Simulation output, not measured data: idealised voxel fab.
Process module name: voxel double patterning
Shown is cross-section cut, with a width of 210 nm and square cells of size 5 nm.
This document writes a cross-section as a grid whose cells are square, and gives it as bands, listed from the top down; one or more rows of cells form a band.
This entry defines a band. It first specifies the height of the band's top and the height of its bottom in nm, and then specifies the band's materials from left to right, stating each material with its width in nm. The word "all across" identifies a single material that fills the band from edge to edge, while the word "blank" identifies empty space.
The level at which height equals 0 is the one under which the wafer, as it arrives, is entirely one material. No lower edge exists for the bottom band, which continues downward and is notated as in "0 and below".
Per-row width for "30->40": begins at first number (top row of band), ends at second number (bottom row), increment between rows held constant.
"remained unchanged" (step): cross-section cells unchanged, all of them.
Reported under the label "Non-vented voids" are the empty spaces having no open way to the top and comprising 8 cells or more; the notation for each is width x height at distance, in which the distance is measured from the left edge and all three values are in nm.
Formally, on a step line, whatever follows the settings is a remark that the simulator itself makes on the step.
The "overlay nm" setting may appear on a step's line; for a step that uses a mask, it gives how far to the right of its planned position the mask lay, and a negative value indicates the left.
## Process steps (planned)
1. RECEIVE | material Si
2. CONFORMAL_DEP | material SiN | thk nm 10
3. DIRECTIONAL_DEP | material SiO2 | thk nm 10
4. DIRECTIONAL_DEP | material SiCN | thk nm 10
5. MASKED_ETCH | tone open | mask id FIRST | width nm 15 | pitch nm 50 | etch materials SiCN | depth nm 10 | overlay nm 0
6. MASKED_ETCH | tone open | mask id SECOND | width nm 15 | pitch nm 50 | etch materials SiCN | depth nm 10 | overlay nm 0
7. DIRECTIONAL_ETCH | etch materials SiO2 | depth nm 10
8. STRIP | etch materials SiCN
## So this is the incoming wafer in cross-section - it's already been through step 1
0 and below | Si all across
Non-vented voids: none
## Cross-section taken at module completion on the first of two wafers; processed per the plan
20 down to 10 | SiO2 45 / blank 15 / SiO2 10 / blank 15 / SiO2 10 / blank 15 / SiO2 10 / blank 15 / SiO2 10 / blank 15 / SiO2 50
10 down to 0 | SiN all across
0 and below | Si all across
Non-vented voids: none
## Module end: cross-section of wafer two of two. Same start and process plan as the first wafer. One mistake during execution
20 down to 10 | SiO2 45 / blank 15 / SiO2 10 / blank 15 / SiO2 10 / blank 15 / SiO2 10 / blank 15 / SiO2 10 / blank 15 / SiO2 50
10 down to 0 | SiO2 all across
0 and below | Si all across
Non-vented voids: none
What went wrong in running the wafer? step 2 deviated from plan and actually ran as CONFORMAL_DEP | material SiO2 | thk nm 10
It is noted that, at the conclusion of processing, the second wafer exhibits a higher or lower cell count for certain materials relative to the first: SiN -84, SiO2 +84
